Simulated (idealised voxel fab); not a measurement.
Name of the process module below: voxel released beams
Each square cell in cross-section cut measures 5 nm, and the section as a whole is 220 nm wide.
Cross-section = grid of square cells, listed top down in bands; band = one or more rows.
Each band's line starts with the height of the band's top and of its bottom, in nm. Then come its materials from left to right, each with its width in nm. One material with "edge to edge" fills the band from edge to edge. "blank" is empty space.
Convention: height 0 is the level below which the wafer, as received, is all one material. The lowest band does not terminate at the bottom but continues downward, represented as "0..down".
A two-number width, for instance "30->40", indicates that the width is equal to the first number in the top row of the band and to the second number in the bottom row, and that it changes by a constant amount per row of cells.
Where a step carries "remained the same", the cross-section came out of it unchanged, cell for cell.
What "Closed voids list" gives you is every empty space of 8 cells or more that is cut off from the top. Each appears as width x height at distance, with the distance taken from the left edge and width, height and distance all in nm.
Where a step's line continues beyond its settings, the continuation is a remark by the simulator itself on that step.
Steps that use a mask can have "overlay nm" on their line. It says how far the mask sat to the right of where it was meant to be. Negative means to the left.

### Steps in the process plan
1,RECEIVE, material Si
2,CONFORMAL_DEP, material SiN, thk nm 10
3,DIRECTIONAL_DEP, material SiO2, thk nm 10
4,MASKED_ETCH, tone open, mask id ANCHOR, width nm 35, etch materials SiO2, depth nm 10, overlay nm 0
5,CONFORMAL_DEP, material W, thk nm 10
6,DIRECTIONAL_DEP, material aC, thk nm 15
7,PATTERN, tone cover, mask id BEAM, material resist, width nm 110, thk nm 30, overlay nm 0
8,DIRECTIONAL_ETCH, etch materials aC, depth nm 15
9,STRIP, etch materials resist
10,DIRECTIONAL_ETCH, etch materials W, depth nm 10
11,STRIP, etch materials aC
12,STRIP, etch materials SiO2

### First out of two wafers; run went to plan

### As received (post step 1): cross-section
    0..down | Si edge to edge
    Closed voids list: none

### Cross-section: wafer state after step 2
    10..0 | SiN edge to edge
    Everything below 0 is unchanged.

### Cross-section: wafer state after step 3
    20..10 | SiO2 edge to edge
    Everything below 10 is unchanged.

### Cross-section: wafer state after step 4
    20..10 | SiO2 (55) | blank (35) | SiO2 (130)
    Everything below 10 is unchanged.

### Cross-section: wafer state after step 5
    30..20 | W (65) | blank (15) | W (140)
    20..10 | SiO2 (55) | W (35) | SiO2 (130)
    Everything below 10 is unchanged.

### Cross-section: wafer state after step 6
    45..35 | aC (65) | blank (15) | aC (140)
    35..30 | aC edge to edge
    30..20 | W (65) | aC (15) | W (140)
    Everything below 20 is unchanged.

### Cross-section: wafer state after step 7
    75..45 | blank (50) | resist (110) | blank (60)
    45..35 | aC (65) | resist (15) | aC (140)
    Everything below 35 is unchanged.

### Cross-section: wafer state after step 8
    60..45 | blank (50) | resist (110) | blank (60)
    45..35 | blank (50) | aC (15) | resist (15) | aC (80) | blank (60)
    35..30 | blank (50) | aC (110) | blank (60)
    Everything below 30 is unchanged.

### Cross-section: wafer state after step 9
    45..35 | blank (50) | aC (15) | blank (15) | aC (80) | blank (60)
    Everything below 35 is unchanged.

### Cross-section: wafer state after step 10
    45..35 | blank (50) | aC (15) | blank (15) | aC (80) | blank (60)
    35..30 | blank (50) | aC (110) | blank (60)
    30..20 | blank (50) | W (15) | aC (15) | W (80) | blank (60)
    Everything below 20 is unchanged.

### Cross-section: wafer state after step 11
    30..20 | blank (50) | W (15) | blank (15) | W (80) | blank (60)
    Everything below 20 is unchanged.

### Cross-section: wafer state after step 12
    30..20 | blank (50) | W (15) | blank (15) | W (80) | blank (60)
    20..10 | blank (55) | W (35) | blank (130)
    Everything below 10 is unchanged.

### The remaining wafer, second of the two, started like the first and was run to the same plan, except that one mistake was made along the way; the two coincide through step 1, inclusive

### Second wafer profile in section, at the moment step 2 of the plan was meant to be complete
    10..0 | SiO2 edge to edge
    Everything below 0 is unchanged.

### Second wafer profile in section, at the moment step 3 of the plan was meant to be complete
    20..10 | SiN edge to edge
    Everything below 10 is unchanged.

Second wafer profile in section, at the moment step 4 of the plan was meant to be complete: remained the same

### Second wafer profile in section, at the moment step 5 of the plan was meant to be complete
    30..20 | W edge to edge
    Everything below 20 is unchanged.

### Second wafer profile in section, at the moment step 6 of the plan was meant to be complete
    45..30 | aC edge to edge
    Everything below 30 is unchanged.

### Second wafer profile in section, at the moment step 7 of the plan was meant to be complete
    75..45 | blank (50) | resist (110) | blank (60)
    Everything below 45 is unchanged.

### Second wafer profile in section, at the moment step 8 of the plan was meant to be complete
    60..45 | blank (50) | resist (110) | blank (60)
    45..30 | blank (50) | aC (110) | blank (60)
    Everything below 30 is unchanged.

### Second wafer profile in section, at the moment step 9 of the plan was meant to be complete
    45..30 | blank (50) | aC (110) | blank (60)
    Everything below 30 is unchanged.

### Second wafer profile in section, at the moment step 10 of the plan was meant to be complete
    45..30 | blank (50) | aC (110) | blank (60)
    30..20 | blank (50) | W (110) | blank (60)
    Everything below 20 is unchanged.

### Second wafer profile in section, at the moment step 11 of the plan was meant to be complete
    30..20 | blank (50) | W (110) | blank (60)
    Everything below 20 is unchanged.

Second wafer profile in section, at the moment step 12 of the plan was meant to be complete: remained the same
In executing the process, a mistake was made relative to the plan: steps 2 and 3 traded places in the executed sequence
at the end the second wafer has, in cells: SiO2: 88 more; W: 8 fewer
